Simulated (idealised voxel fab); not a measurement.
This is a process module. Its name is voxel fin reveal.
Shown is cross-section cut, with a width of 250 nm and square cells of size 5 nm.
A cross-section is written here as square cells arranged in a grid, and it is given in bands from the top down, each band taking up one or more rows of cells. The band entry comprises the height of the band's top followed by the height of its bottom, expressed in nm, and subsequently the band's materials from left to right, each stated together with its width in nm. Where a single material is marked with the word "all across", that material fills the band from edge to edge. The word "blank" represents empty space. The reference from which all heights are counted is 0, the level beneath which the as-received wafer is entirely one material; the lowest band, having no lower bound, proceeds downward and is written after the example "0 nm and below". You'd read "30..40" like this: the band's top row of cells is as wide as the first number, its bottom row is as wide as the second, and going down, every row changes width by the same amount as the row before did. You'll sometimes find "no alteration" written for a step, and that's the way of saying that nowhere in the cross-section did a cell change during that step. Heads up: "Closed void inventory" only lists the empty pockets with no open path to the top that are 8 cells or more, and it writes them as width x height at distance, distance from the left edge, in nm. Anything after a step's settings on that line? It's the simulator's own note about the step. The optional step-line setting "overlay nm" applies to steps with a mask and quantifies how far to the right of its planned location the mask lay, a negative value indicating leftward placement.

-- Planned step list for the process
step 1: RECEIVE,material Si
step 2: CONFORMAL_DEP,material SiN,thk nm 5
step 3: PATTERN,tone cover,mask id FINS,material resist,width nm 15,pitch nm 45,thk nm 20,overlay nm 0
step 4: DIRECTIONAL_ETCH,etch materials SiN,depth nm 5
step 5: DIRECTIONAL_ETCH,etch materials Si,depth nm 35
step 6: STRIP,etch materials resist
step 7: FILL_DEP,material SiO2,thk nm 5
step 8: CMP,height nm 5
step 9: SELECTIVE_ETCH,etch materials SiO2,depth nm 15
step 10: STRIP,etch materials SiN
step 11: CONFORMAL_DEP,material HfO2,thk nm 5

-- Received-state cross-section, reflecting completion of step 1
* 0 nm and below  Si all across
* Closed void inventory: none

-- Module complete, cross-section. Starting point and plan per above. One mistake made in running the module
* 5 nm to 0 nm  45 blank  25 HfO2  20 blank  25 HfO2  20 blank  25 HfO2  20 blank  25 HfO2  45 blank
* 0 nm to -5 nm  45 blank  5 HfO2  15 Si  5 HfO2  20 blank  5 HfO2  15 Si  5 HfO2  20 blank  5 HfO2  15 Si  5 HfO2  20 blank  5 HfO2  15 Si  5 HfO2  45 blank
* -5 nm to -10 nm  50 HfO2  15 Si  30 HfO2  15 Si  30 HfO2  15 Si  30 HfO2  15 Si  50 HfO2
* -10 nm to -45 nm  50 SiO2  15 Si  30 SiO2  15 Si  30 SiO2  15 Si  30 SiO2  15 Si  50 SiO2
* -45 nm and below  Si all across
* Closed void inventory: none
Heads up, the wafer didn't run the way we planned it: planned and actual differ for step 5; actual: DIRECTIONAL_ETCH,etch materials Si,depth nm 45
